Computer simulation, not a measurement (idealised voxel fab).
This section sets out a process module, namely voxel local oxidation.
The figure presents cross-section cut, which has a width of 210 nm and is divided into square cells with an edge length of 5 nm.
Cross-sections here: square-cell grids, written as top-down lists of bands, a band being one or more rows of cells.
Each band's line starts with the height of the band's top and of its bottom, in nm. Then come its materials from left to right, each with its width in nm. One material with "all across" fills the band from edge to edge. "empty" is empty space.
Basically, 0 is our baseline, since under it the wafer straight out of the box is all one material. The bottom band has no lower end and keeps on going down, so it looks like "0..down".
The expression "30..40" gives the width at the extremes of the band, the first number at its top row of cells and the second at its bottom row, with the width changing by equal amounts from each row to the next in between.
"nothing different" -> step changed no cross-section cell.
Each empty space that has no open way to the top and spans at least 8 cells appears under "Closed void table" as width x height at distance, the distance counted from the left edge, all in nm.
after a step's settings: what the simulator itself notes on the step
A step's line can hold "overlay nm"; with a mask on that step, the setting says how far right of the planned place the mask lay, while a negative setting says it lay to the left.

Planned step list for the process
1) RECEIVE | material Si
2) OXIDIZE | depth nm 5
3) CONFORMAL_DEP | material SiN | thk nm 15
4) MASKED_ETCH | tone cover | mask id ACTIVE | width nm 95 | etch materials SiN | depth nm 15 | overlay nm 0
5) SELECTIVE_ETCH | etch materials SiO2 | depth nm 5
6) OXIDIZE | depth nm 15
7) STRIP | etch materials SiN

As received (post step 1): cross-section
* 0..down  Si all across
* Closed void table: none

Cross-section taken at module completion on the first of two wafers; processed per the plan
* 0..-5  empty 60, SiO2 85, empty 65
* -5..-20  SiO2 75, Si 55, SiO2 80
* -20..down  Si all across
* Closed void table: none

Cross-sectional view: second of two wafers, end of module; start and plan identical to the first, one mistake in running
* 0..-5  empty 65, SiO2 85, empty 60
* -5..-20  SiO2 80, Si 55, SiO2 75
* -20..down  Si all across
* Closed void table: none
Misprocessing identified: step 4 was processed under conditions differing from the plan, specifically as MASKED_ETCH | tone cover | mask id ACTIVE | width nm 95 | etch materials SiN | depth nm 15 | overlay nm 5
Final state: per-material cell counts identical on both wafers; locations differ.
